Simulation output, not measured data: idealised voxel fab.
process module | voxel transistor to metal
cross-section cut | 190 nm wide | cells 5 nm
A cross-section is a grid of square cells, given in bands from the top down. A band is one or more rows of cells.
Each band's line starts with the height of the band's top and of its bottom, in nm. Then come its materials from left to right, each with its width in nm. One material with "throughout" fills the band from edge to edge. "air" is empty space.
Height 0 is the level under which the wafer as received is all one material. The lowest band goes on downwards, as in "0 down".
A width such as "30 to 40" changes by the same amount from each row of cells to the next, from the band's top row to its bottom row.
"no change" after a step means that no cell of the cross-section changed.
closed voids: empty space of 8 cells or more with no open way to the top, each as width x height at its distance from the left edge, in nm
after a step's settings: what the simulator itself notes on the step
overlay nm, on a step with a mask: how far to the right of its planned place the mask lay; to the left if negative
plan
1 op RECEIVE | material Si
2 op CONFORMAL_DEP | material SiO2 | thk nm 5
3 op CONFORMAL_DEP | material SiN | thk nm 15
4 op PATTERN | tone cover | mask id ACTIVE | material resist | width nm 115 | thk nm 20 | overlay nm 0
5 op DIRECTIONAL_ETCH | etch materials SiN | depth nm 15
6 op DIRECTIONAL_ETCH | etch materials SiO2 | depth nm 5
7 op DIRECTIONAL_ETCH | etch materials Si | depth nm 35
8 op STRIP | etch materials resist
9 op FILL_DEP | material SiO2 | thk nm 10
10 op CMP | height nm 20
11 op SELECTIVE_ETCH | etch materials SiO2 | depth nm 15
12 op STRIP | etch materials SiN
13 op SELECTIVE_ETCH | etch materials SiO2 | depth nm 5
14 op OXIDIZE | depth nm 5
15 op DIRECTIONAL_DEP | material polySi | thk nm 25
16 op DIRECTIONAL_DEP | material SiCN | thk nm 15
17 op DIRECTIONAL_DEP | material aC | thk nm 15
18 op PATTERN | tone cover | mask id GATE | material resist | width nm 25 | thk nm 30 | overlay nm 0
19 op DIRECTIONAL_ETCH | etch materials aC | depth nm 15
20 op STRIP | etch materials resist
21 op DIRECTIONAL_ETCH | etch materials SiCN | depth nm 25
22 op DIRECTIONAL_ETCH | etch materials polySi | depth nm 35
23 op STRIP | etch materials aC
24 op CONFORMAL_DEP | material SiO2 | thk nm 5
25 op DIRECTIONAL_ETCH | etch materials SiO2 | depth nm 5
26 op CONFORMAL_DEP | material SiN | thk nm 10
27 op DIRECTIONAL_ETCH | etch materials SiN | depth nm 10
28 op DIRECTIONAL_ETCH | etch materials SiO2 | depth nm 5
29 op EPI | material nSi | thk nm 5
30 op FILL_DEP | material SiO2 | thk nm 10
31 op CMP | height nm 40
32 op DIRECTIONAL_DEP | material SiO2 | thk nm 10
33 op DIRECTIONAL_DEP | material aC | thk nm 10
34 op PATTERN | tone open | mask id CONTACT | material resist | width nm 20 | pitch nm 75 | thk nm 25 | overlay nm 0
35 op DIRECTIONAL_ETCH | etch materials aC | depth nm 10
36 op STRIP | etch materials resist
37 op DIRECTIONAL_ETCH | etch materials SiO2 | depth nm 50
38 op STRIP | etch materials aC
39 op CONFORMAL_DEP | material TiN | thk nm 5
40 op FILL_DEP | material Ru | thk nm 5
41 op CMP | height nm 50
42 op DIRECTIONAL_DEP | material TiN | thk nm 5
43 op DIRECTIONAL_DEP | material W | thk nm 20
44 op MASKED_ETCH | tone cover | mask id METAL_1 | width nm 20 | pitch nm 75 | etch materials W | depth nm 20 | overlay nm 0
45 op MASKED_ETCH | tone cover | mask id METAL_1 | width nm 20 | pitch nm 75 | etch materials TiN | depth nm 5 | overlay nm 0
46 op FILL_DEP | material SiO2 | thk nm 5
47 op CMP | height nm 75
48 op CONFORMAL_DEP | material SiCN | thk nm 5
49 op DIRECTIONAL_DEP | material lowk | thk nm 35
50 op MASKED_ETCH | tone open | mask id METAL_2 | width nm 20 | pitch nm 75 | etch materials lowk | depth nm 20 | overlay nm 0
51 op PATTERN | tone open | mask id METAL_2_HOLES | material resist | width nm 15 | pitch nm 75 | thk nm 15 | overlay nm 0
52 op DIRECTIONAL_ETCH | etch materials lowk | depth nm 15
53 op DIRECTIONAL_ETCH | etch materials SiCN | depth nm 5
54 op STRIP | etch materials resist
55 op CONFORMAL_DEP | material TiN | thk nm 5
56 op FILL_DEP | material Ru | thk nm 10
57 op CMP | height nm 115
58 op CONFORMAL_DEP | material SiCN | thk nm 5
first wafer, as planned
as received, after step 1
  0 down: Si throughout
  closed voids: none
after step 2
  5 to 0: SiO2 throughout
  below 0: unchanged
after step 3
  20 to 5: SiN throughout
  below 5: unchanged
after step 4
  40 to 20: air 35 | resist 115 | air 40
  below 20: unchanged
after step 5
  40 to 20: air 35 | resist 115 | air 40
  20 to 5: air 35 | SiN 115 | air 40
  below 5: unchanged
after step 6
  40 to 20: air 35 | resist 115 | air 40
  20 to 5: air 35 | SiN 115 | air 40
  5 to 0: air 35 | SiO2 115 | air 40
  below 0: unchanged
after step 7
  40 to 20: air 35 | resist 115 | air 40
  20 to 5: air 35 | SiN 115 | air 40
  5 to 0: air 35 | SiO2 115 | air 40
  0 to -35: air 35 | Si 115 | air 40
  below -35: unchanged
after step 8
  20 to 5: air 35 | SiN 115 | air 40
  below 5: unchanged
after step 9
  30 to 20: SiO2 throughout
  20 to 5: SiO2 35 | SiN 115 | SiO2 40
  5 to 0: SiO2 throughout
  0 to -35: SiO2 35 | Si 115 | SiO2 40
  below -35: unchanged
after step 10
  20 to 5: SiO2 35 | SiN 115 | SiO2 40
  below 5: unchanged
after step 11
  20 to 5: air 35 | SiN 115 | air 40
  below 5: unchanged
after step 12
  5 to 0: SiO2 throughout
  below 0: unchanged
after step 13
  0 to -35: SiO2 35 | Si 115 | SiO2 40
  below -35: unchanged
after step 14
  0 to -5: SiO2 throughout
  below -5: unchanged
after step 15
  25 to 0: polySi throughout
  below 0: unchanged
after step 16
  40 to 25: SiCN throughout
  below 25: unchanged
after step 17
  55 to 40: aC throughout
  below 40: unchanged
after step 18
  85 to 55: air 80 | resist 25 | air 85
  below 55: unchanged
after step 19
  70 to 55: air 80 | resist 25 | air 85
  55 to 40: air 80 | aC 25 | air 85
  below 40: unchanged
after step 20
  55 to 40: air 80 | aC 25 | air 85
  below 40: unchanged
after step 21
  55 to 40: air 80 | aC 25 | air 85
  40 to 25: air 80 | SiCN 25 | air 85
  below 25: unchanged
after step 22
  55 to 40: air 80 | aC 25 | air 85
  40 to 25: air 80 | SiCN 25 | air 85
  25 to 0: air 80 | polySi 25 | air 85
  below 0: unchanged
after step 23
  40 to 25: air 80 | SiCN 25 | air 85
  below 25: unchanged
after step 24
  45 to 40: air 75 | SiO2 35 | air 80
  40 to 25: air 75 | SiO2 5 | SiCN 25 | SiO2 5 | air 80
  25 to 5: air 75 | SiO2 5 | polySi 25 | SiO2 5 | air 80
  5 to 0: SiO2 80 | polySi 25 | SiO2 85
  below 0: unchanged
after step 25
  40 to 25: air 75 | SiO2 5 | SiCN 25 | SiO2 5 | air 80
  25 to 0: air 75 | SiO2 5 | polySi 25 | SiO2 5 | air 80
  below 0: unchanged
after step 26
  50 to 40: air 65 | SiN 55 | air 70
  40 to 25: air 65 | SiN 10 | SiO2 5 | SiCN 25 | SiO2 5 | SiN 10 | air 70
  25 to 10: air 65 | SiN 10 | SiO2 5 | polySi 25 | SiO2 5 | SiN 10 | air 70
  10 to 0: SiN 75 | SiO2 5 | polySi 25 | SiO2 5 | SiN 80
  below 0: unchanged
after step 27
  40 to 25: air 65 | SiN 10 | SiO2 5 | SiCN 25 | SiO2 5 | SiN 10 | air 70
  25 to 0: air 65 | SiN 10 | SiO2 5 | polySi 25 | SiO2 5 | SiN 10 | air 70
  below 0: unchanged
after step 28
  40 to 35: air 65 | SiN 10 | air 5 | SiCN 25 | air 5 | SiN 10 | air 70
  35 to 25: air 65 | SiN 10 | SiO2 5 | SiCN 25 | SiO2 5 | SiN 10 | air 70
  25 to 0: air 65 | SiN 10 | SiO2 5 | polySi 25 | SiO2 5 | SiN 10 | air 70
  0 to -5: air 65 | SiO2 55 | air 70
  below -5: unchanged
after step 29
  40 to 35: air 65 | SiN 10 | air 5 | SiCN 25 | air 5 | SiN 10 | air 70
  35 to 25: air 65 | SiN 10 | SiO2 5 | SiCN 25 | SiO2 5 | SiN 10 | air 70
  25 to 0: air 65 | SiN 10 | SiO2 5 | polySi 25 | SiO2 5 | SiN 10 | air 70
  0 to -5: air 30 | nSi 35 | SiO2 55 | nSi 35 | air 35
  below -5: unchanged
after step 30
  50 to 40: SiO2 throughout
  40 to 25: SiO2 65 | SiN 10 | SiO2 5 | SiCN 25 | SiO2 5 | SiN 10 | SiO2 70
  25 to 0: SiO2 65 | SiN 10 | SiO2 5 | polySi 25 | SiO2 5 | SiN 10 | SiO2 70
  0 to -5: SiO2 30 | nSi 35 | SiO2 55 | nSi 35 | SiO2 35
  below -5: unchanged
after step 31
  40 to 25: SiO2 65 | SiN 10 | SiO2 5 | SiCN 25 | SiO2 5 | SiN 10 | SiO2 70
  below 25: unchanged
after step 32
  50 to 40: SiO2 throughout
  below 40: unchanged
after step 33
  60 to 50: aC throughout
  below 50: unchanged
after step 34
  85 to 60: resist 45 | air 20 | resist 55 | air 20 | resist 50
  below 60: unchanged
after step 35
  75 to 60: resist 45 | air 20 | resist 55 | air 20 | resist 50
  60 to 50: aC 45 | air 20 | aC 55 | air 20 | aC 50
  below 50: unchanged
after step 36
  60 to 50: aC 45 | air 20 | aC 55 | air 20 | aC 50
  below 50: unchanged
after step 37
  60 to 50: aC 45 | air 20 | aC 55 | air 20 | aC 50
  50 to 40: SiO2 45 | air 20 | SiO2 55 | air 20 | SiO2 50
  40 to 25: SiO2 45 | air 20 | SiN 10 | SiO2 5 | SiCN 25 | SiO2 5 | SiN 10 | air 20 | SiO2 50
  25 to 0: SiO2 45 | air 20 | SiN 10 | SiO2 5 | polySi 25 | SiO2 5 | SiN 10 | air 20 | SiO2 50
  below 0: unchanged
after step 38
  50 to 40: SiO2 45 | air 20 | SiO2 55 | air 20 | SiO2 50
  below 40: unchanged
after step 39
  55 to 50: TiN 50 | air 10 | TiN 65 | air 10 | TiN 55
  50 to 40: SiO2 45 | TiN 5 | air 10 | TiN 5 | SiO2 55 | TiN 5 | air 10 | TiN 5 | SiO2 50
  40 to 25: SiO2 45 | TiN 5 | air 10 | TiN 5 | SiN 10 | SiO2 5 | SiCN 25 | SiO2 5 | SiN 10 | TiN 5 | air 10 | TiN 5 | SiO2 50
  25 to 5: SiO2 45 | TiN 5 | air 10 | TiN 5 | SiN 10 | SiO2 5 | polySi 25 | SiO2 5 | SiN 10 | TiN 5 | air 10 | TiN 5 | SiO2 50
  5 to 0: SiO2 45 | TiN 20 | SiN 10 | SiO2 5 | polySi 25 | SiO2 5 | SiN 10 | TiN 20 | SiO2 50
  below 0: unchanged
after step 40
  60 to 55: Ru throughout
  55 to 50: TiN 50 | Ru 10 | TiN 65 | Ru 10 | TiN 55
  50 to 40: SiO2 45 | TiN 5 | Ru 10 | TiN 5 | SiO2 55 | TiN 5 | Ru 10 | TiN 5 | SiO2 50
  40 to 25: SiO2 45 | TiN 5 | Ru 10 | TiN 5 | SiN 10 | SiO2 5 | SiCN 25 | SiO2 5 | SiN 10 | TiN 5 | Ru 10 | TiN 5 | SiO2 50
  25 to 5: SiO2 45 | TiN 5 | Ru 10 | TiN 5 | SiN 10 | SiO2 5 | polySi 25 | SiO2 5 | SiN 10 | TiN 5 | Ru 10 | TiN 5 | SiO2 50
  below 5: unchanged
after step 41
  50 to 40: SiO2 45 | TiN 5 | Ru 10 | TiN 5 | SiO2 55 | TiN 5 | Ru 10 | TiN 5 | SiO2 50
  below 40: unchanged
after step 42
  55 to 50: TiN throughout
  below 50: unchanged
after step 43
  75 to 55: W throughout
  below 55: unchanged
after step 44
  75 to 55: air 45 | W 20 | air 55 | W 20 | air 50
  below 55: unchanged
after step 45
  75 to 55: air 45 | W 20 | air 55 | W 20 | air 50
  55 to 50: air 45 | TiN 20 | air 55 | TiN 20 | air 50
  below 50: unchanged
after step 46
  80 to 75: SiO2 throughout
  75 to 55: SiO2 45 | W 20 | SiO2 55 | W 20 | SiO2 50
  55 to 50: SiO2 45 | TiN 20 | SiO2 55 | TiN 20 | SiO2 50
  below 50: unchanged
after step 47
  75 to 55: SiO2 45 | W 20 | SiO2 55 | W 20 | SiO2 50
  below 55: unchanged
after step 48
  80 to 75: SiCN throughout
  below 75: unchanged
after step 49
  115 to 80: lowk throughout
  below 80: unchanged
after step 50
  115 to 95: lowk 45 | air 20 | lowk 55 | air 20 | lowk 50
  below 95: unchanged
after step 51
  130 to 115: resist 45 | air 15 | resist 60 | air 15 | resist 55
  115 to 95: lowk 45 | air 15 | resist 5 | lowk 55 | air 15 | resist 5 | lowk 50
  below 95: unchanged
after step 52
  130 to 115: resist 45 | air 15 | resist 60 | air 15 | resist 55
  115 to 95: lowk 45 | air 15 | resist 5 | lowk 55 | air 15 | resist 5 | lowk 50
  95 to 80: lowk 45 | air 15 | lowk 60 | air 15 | lowk 55
  below 80: unchanged
after step 53
  130 to 115: resist 45 | air 15 | resist 60 | air 15 | resist 55
  115 to 95: lowk 45 | air 15 | resist 5 | lowk 55 | air 15 | resist 5 | lowk 50
  95 to 80: lowk 45 | air 15 | lowk 60 | air 15 | lowk 55
  80 to 75: SiCN 45 | air 15 | SiCN 60 | air 15 | SiCN 55
  below 75: unchanged
after step 54
  115 to 95: lowk 45 | air 20 | lowk 55 | air 20 | lowk 50
  below 95: unchanged
after step 55
  120 to 115: TiN 50 | air 10 | TiN 65 | air 10 | TiN 55
  115 to 100: lowk 45 | TiN 5 | air 10 | TiN 5 | lowk 55 | TiN 5 | air 10 | TiN 5 | lowk 50
  100 to 95: lowk 45 | TiN 5 | air 5 | TiN 10 | lowk 55 | TiN 5 | air 5 | TiN 10 | lowk 50
  95 to 80: lowk 45 | TiN 5 | air 5 | TiN 5 | lowk 60 | TiN 5 | air 5 | TiN 5 | lowk 55
  80 to 75: SiCN 45 | TiN 15 | SiCN 60 | TiN 15 | SiCN 55
  below 75: unchanged
after step 56
  130 to 120: Ru throughout
  120 to 115: TiN 50 | Ru 10 | TiN 65 | Ru 10 | TiN 55
  115 to 100: lowk 45 | TiN 5 | Ru 10 | TiN 5 | lowk 55 | TiN 5 | Ru 10 | TiN 5 | lowk 50
  100 to 95: lowk 45 | TiN 5 | Ru 5 | TiN 10 | lowk 55 | TiN 5 | Ru 5 | TiN 10 | lowk 50
  95 to 80: lowk 45 | TiN 5 | Ru 5 | TiN 5 | lowk 60 | TiN 5 | Ru 5 | TiN 5 | lowk 55
  below 80: unchanged
after step 57
  115 to 100: lowk 45 | TiN 5 | Ru 10 | TiN 5 | lowk 55 | TiN 5 | Ru 10 | TiN 5 | lowk 50
  below 100: unchanged
after step 58
  120 to 115: SiCN throughout
  below 115: unchanged
second wafer: like start, like plan, one mistake. Through step 49 it matches the first wafer
when step 50 should have ended
  115 to 80: lowk 45 | air 20 | lowk 55 | air 20 | lowk 50
  below 80: unchanged
when step 51 should have ended
  130 to 115: resist 45 | air 15 | resist 60 | air 15 | resist 55
  115 to 80: lowk 45 | air 15 | resist 5 | lowk 55 | air 15 | resist 5 | lowk 50
  below 80: unchanged
when step 52 should have ended: no change
when step 53 should have ended
  130 to 115: resist 45 | air 15 | resist 60 | air 15 | resist 55
  115 to 80: lowk 45 | air 15 | resist 5 | lowk 55 | air 15 | resist 5 | lowk 50
  80 to 75: SiCN 45 | air 15 | SiCN 60 | air 15 | SiCN 55
  below 75: unchanged
when step 54 should have ended
  115 to 80: lowk 45 | air 20 | lowk 55 | air 20 | lowk 50
  below 80: unchanged
when step 55 should have ended
  120 to 115: TiN 50 | air 10 | TiN 65 | air 10 | TiN 55
  115 to 85: lowk 45 | TiN 5 | air 10 | TiN 5 | lowk 55 | TiN 5 | air 10 | TiN 5 | lowk 50
  85 to 80: lowk 45 | TiN 5 | air 5 | TiN 10 | lowk 55 | TiN 5 | air 5 | TiN 10 | lowk 50
  80 to 75: SiCN 45 | TiN 15 | SiCN 60 | TiN 15 | SiCN 55
  below 75: unchanged
when step 56 should have ended
  130 to 120: Ru throughout
  120 to 115: TiN 50 | Ru 10 | TiN 65 | Ru 10 | TiN 55
  115 to 85: lowk 45 | TiN 5 | Ru 10 | TiN 5 | lowk 55 | TiN 5 | Ru 10 | TiN 5 | lowk 50
  85 to 80: lowk 45 | TiN 5 | Ru 5 | TiN 10 | lowk 55 | TiN 5 | Ru 5 | TiN 10 | lowk 50
  below 80: unchanged
when step 57 should have ended
  115 to 85: lowk 45 | TiN 5 | Ru 10 | TiN 5 | lowk 55 | TiN 5 | Ru 10 | TiN 5 | lowk 50
  below 85: unchanged
when step 58 should have ended
  120 to 115: SiCN throughout
  below 115: unchanged
what went wrong: step 50 was run twice
at the end the second wafer has, in cells: 6 more of Ru | 6 fewer of lowk
